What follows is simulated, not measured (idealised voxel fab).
process module | voxel self aligned vias
The figure presents cross-section cut, which has a width of 235 nm and is divided into square cells with an edge length of 5 nm.
Cross-section layout: square cells on a grid; listed as bands, top to bottom; a band spans one or more cell rows.
For a band, the entry starts with two heights in nm, that of the top and then that of the bottom, and carries on with the band's materials in order from left to right, each alongside its width in nm; the word "full width" beside a single material means it fills the band edge to edge, and "blank" means empty space.
Height 0 is the level under which the wafer as received is all one material. The lowest band goes on downwards, as in "top 0, no bottom".
The two numbers in a width such as "30..40" mark its ends across the band: the first belongs to the top row of cells, the second to the bottom row, and from each row to the next the width moves by the same amount.
What does "no alteration" mean for a step? It means no cell of the cross-section changed in that step.
If an empty space has no open way to the top and is at least 8 cells in size, "Closed-off voids" lists it, written width x height at distance, where distance is measured from the left edge and every value is in nm.
Past the settings on a step's line: simulator remark, on that step.
A step's line can hold "overlay nm"; with a mask on that step, the setting says how far right of the planned place the mask lay, while a negative setting says it lay to the left.
## Set out below are the planned steps of the process
- 1: RECEIVE,material Si
- 2: CONFORMAL_DEP,material SiO2,thk nm 10
- 3: CONFORMAL_DEP,material SiCN,thk nm 5
- 4: DIRECTIONAL_DEP,material lowk,thk nm 30
- 5: PATTERN,tone open,mask id LINES,material resist,width nm 25,pitch nm 65,thk nm 15,overlay nm 0
- 6: DIRECTIONAL_ETCH,etch materials lowk,depth nm 30
- 7: STRIP,etch materials resist
- 8: CONFORMAL_DEP,material TiN,thk nm 5
- 9: FILL_DEP,material Ru,thk nm 5
- 10: CMP,height nm 45
- 11: SELECTIVE_ETCH,etch materials W Ru TiN,depth nm 5
- 12: FILL_DEP,material SiN,thk nm 5
- 13: CMP,height nm 45
- 14: DIRECTIONAL_DEP,material lowk,thk nm 20
- 15: MASKED_ETCH,tone open,mask id VIAS,width nm 35,pitch nm 65,etch materials lowk,depth nm 20,overlay nm 0
- 16: MASKED_ETCH,tone open,mask id VIAS,width nm 35,pitch nm 65,etch materials SiN,depth nm 5,overlay nm 0
- 17: CONFORMAL_DEP,material TiN,thk nm 5
- 18: FILL_DEP,material W,thk nm 10
- 19: CMP,height nm 65
- 20: CONFORMAL_DEP,material SiN,thk nm 5
## So this is the incoming wafer in cross-section - it's already been through step 1
top 0, no bottom = Si full width
Closed-off voids: none
## The module was run from the start shown above using the plan shown above, but one mistake was made doing it; the resulting wafer cross-section is below
top 70, bottom 65 = SiN full width
top 65, bottom 50 = lowk=45, TiN=5, W=25, TiN=5, lowk=30, TiN=5, W=25, TiN=5, lowk=30, TiN=5, W=25, TiN=5, lowk=25
top 50, bottom 45 = lowk=45, TiN=5, W=10, TiN=20, lowk=30, TiN=5, W=10, TiN=20, lowk=30, TiN=5, W=10, TiN=20, lowk=25
top 45, bottom 40 = lowk=40, SiN=5, TiN=20, lowk=40, SiN=5, TiN=20, lowk=40, SiN=5, TiN=20, lowk=40
top 40, bottom 20 = lowk=40, TiN=5, Ru=15, TiN=5, lowk=40, TiN=5, Ru=15, TiN=5, lowk=40, TiN=5, Ru=15, TiN=5, lowk=40
top 20, bottom 15 = lowk=40, TiN=25, lowk=40, TiN=25, lowk=40, TiN=25, lowk=40
top 15, bottom 10 = SiCN full width
top 10, bottom 0 = SiO2 full width
top 0, no bottom = Si full width
Closed-off voids: none
Run error: step 15 went in with a setting other than planned; the actual run was MASKED_ETCH,tone open,mask id VIAS,width nm 35,pitch nm 65,etch materials lowk,depth nm 20,overlay nm 10
